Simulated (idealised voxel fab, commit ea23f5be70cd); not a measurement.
process module | voxel double patterning
cross-section cut | 260 nm wide | cells 5 nm
A cross-section is a grid of square cells, given in bands from the top down. A band is one or more rows of cells.
Each band's line starts with the height of the band's top and of its bottom, in nm. Then come its materials from left to right, each with its width in nm. One material with "throughout" fills the band from edge to edge. "air" is empty space.
Height 0 is the level under which the wafer as received is all one material. The lowest band goes on downwards, as in "0 down".
A width such as "30 to 40" changes by the same amount from each row of cells to the next, from the band's top row to its bottom row.
"no change" after a step means that no cell of the cross-section changed.
closed voids: empty space of 8 cells or more with no open way to the top, each as width x height at its distance from the left edge, in nm
after a step's settings: what the simulator itself notes on the step
overlay nm, on a step with a mask: how far to the right of its planned place the mask lay; to the left if negative
plan
1 op RECEIVE | material Si
2 op CONFORMAL_DEP | material SiO2 | thk nm 5
3 op DIRECTIONAL_DEP | material TiN | thk nm 20
4 op DIRECTIONAL_DEP | material SiCN | thk nm 10
5 op DIRECTIONAL_DEP | material aC | thk nm 15
6 op PATTERN | tone open | mask id FIRST | material resist | width nm 15 | pitch nm 50 | thk nm 30 | overlay nm 0
7 op DIRECTIONAL_ETCH | etch materials aC | depth nm 15
8 op STRIP | etch materials resist
9 op DIRECTIONAL_ETCH | etch materials SiCN | depth nm 10
10 op STRIP | etch materials aC
11 op MASKED_ETCH | tone open | mask id SECOND | width nm 15 | etch materials SiCN | depth nm 10 | overlay nm 0
12 op DIRECTIONAL_ETCH | etch materials TiN | depth nm 20
13 op STRIP | etch materials SiCN
first wafer, as planned
as received, after step 1
  0 down: Si throughout
  closed voids: none
after step 2
  5 to 0: SiO2 throughout
  below 0: unchanged
after step 3
  25 to 5: TiN throughout
  below 5: unchanged
after step 4
  35 to 25: SiCN throughout
  below 25: unchanged
after step 5
  50 to 35: aC throughout
  below 35: unchanged
after step 6
  80 to 50: resist 95 | air 15 | resist 35 | air 15 | resist 100
  below 50: unchanged
after step 7
  65 to 50: resist 95 | air 15 | resist 35 | air 15 | resist 100
  50 to 35: aC 95 | air 15 | aC 35 | air 15 | aC 100
  below 35: unchanged
after step 8
  50 to 35: aC 95 | air 15 | aC 35 | air 15 | aC 100
  below 35: unchanged
after step 9
  50 to 35: aC 95 | air 15 | aC 35 | air 15 | aC 100
  35 to 25: SiCN 95 | air 15 | SiCN 35 | air 15 | SiCN 100
  below 25: unchanged
after step 10
  35 to 25: SiCN 95 | air 15 | SiCN 35 | air 15 | SiCN 100
  below 25: unchanged
after step 11
  35 to 25: SiCN 95 | air 15 | SiCN 10 | air 15 | SiCN 10 | air 15 | SiCN 100
  below 25: unchanged
after step 12
  35 to 25: SiCN 95 | air 15 | SiCN 10 | air 15 | SiCN 10 | air 15 | SiCN 100
  25 to 5: TiN 95 | air 15 | TiN 10 | air 15 | TiN 10 | air 15 | TiN 100
  below 5: unchanged
after step 13
  25 to 5: TiN 95 | air 15 | TiN 10 | air 15 | TiN 10 | air 15 | TiN 100
  below 5: unchanged
second wafer: like start, like plan, one mistake. Through step 2 it matches the first wafer
when step 3 should have ended
  30 to 5: TiN throughout
  below 5: unchanged
when step 4 should have ended
  40 to 30: SiCN throughout
  below 30: unchanged
when step 5 should have ended
  55 to 40: aC throughout
  below 40: unchanged
when step 6 should have ended
  85 to 55: resist 95 | air 15 | resist 35 | air 15 | resist 100
  below 55: unchanged
when step 7 should have ended
  70 to 55: resist 95 | air 15 | resist 35 | air 15 | resist 100
  55 to 40: aC 95 | air 15 | aC 35 | air 15 | aC 100
  below 40: unchanged
when step 8 should have ended
  55 to 40: aC 95 | air 15 | aC 35 | air 15 | aC 100
  below 40: unchanged
when step 9 should have ended
  55 to 40: aC 95 | air 15 | aC 35 | air 15 | aC 100
  40 to 30: SiCN 95 | air 15 | SiCN 35 | air 15 | SiCN 100
  below 30: unchanged
when step 10 should have ended
  40 to 30: SiCN 95 | air 15 | SiCN 35 | air 15 | SiCN 100
  below 30: unchanged
when step 11 should have ended
  40 to 30: SiCN 95 | air 15 | SiCN 10 | air 15 | SiCN 10 | air 15 | SiCN 100
  below 30: unchanged
when step 12 should have ended
  40 to 30: SiCN 95 | air 15 | SiCN 10 | air 15 | SiCN 10 | air 15 | SiCN 100
  30 to 10: TiN 95 | air 15 | TiN 10 | air 15 | TiN 10 | air 15 | TiN 100
  below 10: unchanged
when step 13 should have ended
  30 to 10: TiN 95 | air 15 | TiN 10 | air 15 | TiN 10 | air 15 | TiN 100
  below 10: unchanged
what went wrong: step 3 ran as: op DIRECTIONAL_DEP | material TiN | thk nm 25
at the end the second wafer has, in cells: 52 more of TiN
